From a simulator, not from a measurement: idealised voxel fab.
The name of this process module is voxel quadruple lines.
It is cross-section cut that appears here, measuring 255 nm in width, its square cells being 5 nm in size.
In this document a cross-section is written as a grid of square cells. It is given as a series of bands, listed from the top down, and a band is one or more rows of cells.
Per band: top height and bottom height in nm, followed by the left-to-right materials and their widths in nm; "all across" marks a single material spanning edge to edge, "empty" marks empty space.
All heights in this document are referenced to 0, defined as the level beneath which the wafer, as received, consists entirely of one material. The lowest band is not bounded below; it extends indefinitely downward and is written in the form "0..down".
Width spec "30 to 40" -> top row of cells at first value, bottom row at second value, equal per-row change in between.
"no alterations made" means the step left every cell of the cross-section as it was.
Enclosed voids (no open way to top), threshold 8 cells or more, entry "Encapsulated voids", notation width x height at distance, distance from left edge, nm.
Formally, on a step line, whatever follows the settings is a remark that the simulator itself makes on the step.
Each step line may optionally specify "overlay nm", which for a step with a mask gives the rightward distance between the mask's planned place and where it lay, a negative value indicating the leftward direction.

PLANNED PROCESS STEPS
1) RECEIVE,material Si
2) CONFORMAL_DEP,material Al2O3,thk nm 10
3) DIRECTIONAL_DEP,material W,thk nm 15
4) DIRECTIONAL_DEP,material polySi,thk nm 15
5) DIRECTIONAL_DEP,material aC,thk nm 20
6) PATTERN,tone cover,mask id MANDREL,material resist,width nm 30,thk nm 30,overlay nm -15
7) DIRECTIONAL_ETCH,etch materials aC,depth nm 20
8) STRIP,etch materials resist
9) CONFORMAL_DEP,material SiO2,thk nm 10
10) DIRECTIONAL_ETCH,etch materials SiO2,depth nm 10
11) STRIP,etch materials aC
12) DIRECTIONAL_ETCH,etch materials polySi,depth nm 15
13) STRIP,etch materials SiO2
14) CONFORMAL_DEP,material SiN,thk nm 10
15) DIRECTIONAL_ETCH,etch materials SiN,depth nm 10
16) STRIP,etch materials polySi
17) DIRECTIONAL_ETCH,etch materials W,depth nm 15
18) STRIP,etch materials SiN
Keep in mind the plan's value for the overlay nm of step 6 comes from the first wafer; the wafers don't share that setting, but they do share the same starting point.

THE AS-RECEIVED CROSS-SECTION OF THE FIRST OF SEVERAL WAFERS CORRESPONDS TO THE STATE AFTER STEP 1
> 0..down | Si all across
> Encapsulated voids: none

BELOW: A ROW PER WAFER. CONTENTS AT END OF MODULE: FOR EVERY MATERIAL, CELLS GAINED SINCE RECEIPT (+) OR LOST SINCE RECEIPT (-); THEN CLOSED VOIDS
overlay nm -15, +102 Al2O3, +24 W, Encapsulated voids: none
overlay nm -10, +102 Al2O3, +24 W, Encapsulated voids: none
overlay nm -5, +102 Al2O3, +24 W, Encapsulated voids: none
overlay nm 0, +102 Al2O3, +24 W, Encapsulated voids: none
overlay nm 5, +102 Al2O3, +24 W, Encapsulated voids: none
overlay nm 10, +102 Al2O3, +24 W, Encapsulated voids: none
overlay nm 15, +102 Al2O3, +24 W, Encapsulated voids: none
